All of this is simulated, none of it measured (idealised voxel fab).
The following is a process module called voxel self aligned contacts.
It is cross-section cut that appears here, measuring 260 nm in width, its square cells being 5 nm in size.
When this document writes out a cross-section, it uses a grid of square cells and lists it as bands, beginning at the top and moving down, with a band standing for one or more rows of cells.
The entry gives the band's vertical extent as a top height and a bottom height in nm, then its horizontal make-up as materials from left to right, each with a width in nm. "empty" stands for empty space; a single material marked "throughout" fills the band edge to edge.
Height datum 0, below which the as-received substrate wafer is one material. Lowest band open at the bottom, running downward: "0..down".
Width: "30..40" (first number = top row, second number = bottom row, same change from row to row of cells).
A step reported as "nothing different" is a step in which no cell of the cross-section changed.
Reported under the label "Closed void register" are the empty spaces having no open way to the top and comprising 8 cells or more; the notation for each is width x height at distance, in which the distance is measured from the left edge and all three values are in nm.
Read whatever lies past the settings on a step's line as the simulator's own remark about the step.
"overlay nm" denotes, for a step that has a mask, the displacement of the mask to the right of its planned place, with negative values corresponding to the left.

The steps planned for the process are as follows
| 1 | RECEIVE [material Si] |
| 2 | OXIDIZE [depth nm 5] |
| 3 | DIRECTIONAL_DEP [material polySi] [thk nm 30] |
| 4 | DIRECTIONAL_DEP [material SiN] [thk nm 25] |
| 5 | PATTERN [tone cover] [mask id GATE] [material resist] [width nm 25] [pitch nm 70] [thk nm 15] [overlay nm 0] |
| 6 | DIRECTIONAL_ETCH [etch materials SiN] [depth nm 25] |
| 7 | DIRECTIONAL_ETCH [etch materials polySi] [depth nm 30] |
| 8 | STRIP [etch materials resist] |
| 9 | CONFORMAL_DEP [material SiN] [thk nm 10] |
| 10 | DIRECTIONAL_ETCH [etch materials SiN] [depth nm 10] |
| 11 | FILL_DEP [material SiO2] [thk nm 15] |
| 12 | CMP [height nm 65] |
| 13 | MASKED_ETCH [tone open] [mask id CONTACT] [width nm 55] [pitch nm 70] [etch materials SiO2] [depth nm 70] [overlay nm 0] |
| 14 | CONFORMAL_DEP [material TiN] [thk nm 5] |
| 15 | FILL_DEP [material W] [thk nm 10] |
| 16 | CMP [height nm 65] |
| 17 | CONFORMAL_DEP [material SiN] [thk nm 5] |

Cross-section of the wafer at receipt, which is the condition after step 1
    0..down = Si throughout
    Closed void register: none

As-planned run: cross-section of the first of two wafers at end of module
    70..65 = SiN throughout
    65..55 = SiO2 (65), TiN (5..20), W (45..15), TiN (5..20), SiO2 (15), TiN (5..20), W (45..15), TiN (5..20), SiO2 (70)
    55..30 = SiO2 (35), SiN (45), TiN (5), W (15), TiN (5), SiN (45), TiN (5), W (15), TiN (5), SiN (45), SiO2 (40)
    30..0 = SiO2 (35), SiN (10), polySi (25), SiN (10), TiN (5), W (15), TiN (5), SiN (10), polySi (25), SiN (10), TiN (5), W (15), TiN (5), SiN (10), polySi (25), SiN (10), SiO2 (40)
    0..-5 = SiO2 (80), TiN (25), SiO2 (45), TiN (25), SiO2 (85)
    -5..down = Si throughout
    Closed void register: none

Cross-section, second wafer: same start as the first, same plan as the first, one mistake in running it; taken at the end of the module
    70..65 = SiN throughout
    65..55 = SiO2 (65), TiN (5..20), W (45..15), TiN (5..20), SiO2 (15), TiN (5..20), W (45..15), TiN (5..20), SiO2 (70)
    55..30 = SiO2 (35), SiN (45), TiN (5), W (15), TiN (5), SiN (45), TiN (5), W (15), TiN (5), SiN (45), SiO2 (40)
    30..15 = SiO2 (35), SiN (10), polySi (25), SiN (10), TiN (5), W (15), TiN (5), SiN (10), polySi (25), SiN (10), TiN (5), W (15), TiN (5), SiN (10), polySi (25), SiN (10), SiO2 (40)
    15..10 = SiO2 (35), SiN (10), polySi (25), SiN (10), TiN (25), SiN (10), polySi (25), SiN (10), TiN (25), SiN (10), polySi (25), SiN (10), SiO2 (40)
    10..0 = SiN (45), polySi (25), SiN (45), polySi (25), SiN (45), polySi (25), SiN (50)
    0..-5 = SiO2 throughout
    -5..down = Si throughout
    Closed void register: none
Nonconformance to the process plan: steps 9 and 10 got flipped, so each one ran where the other should have
The closing comparison, in cells, has the second wafer with more or fewer of some materials than the first: SiN: 50 more, SiO2: 20 fewer, TiN: 12 fewer, W: 18 fewer
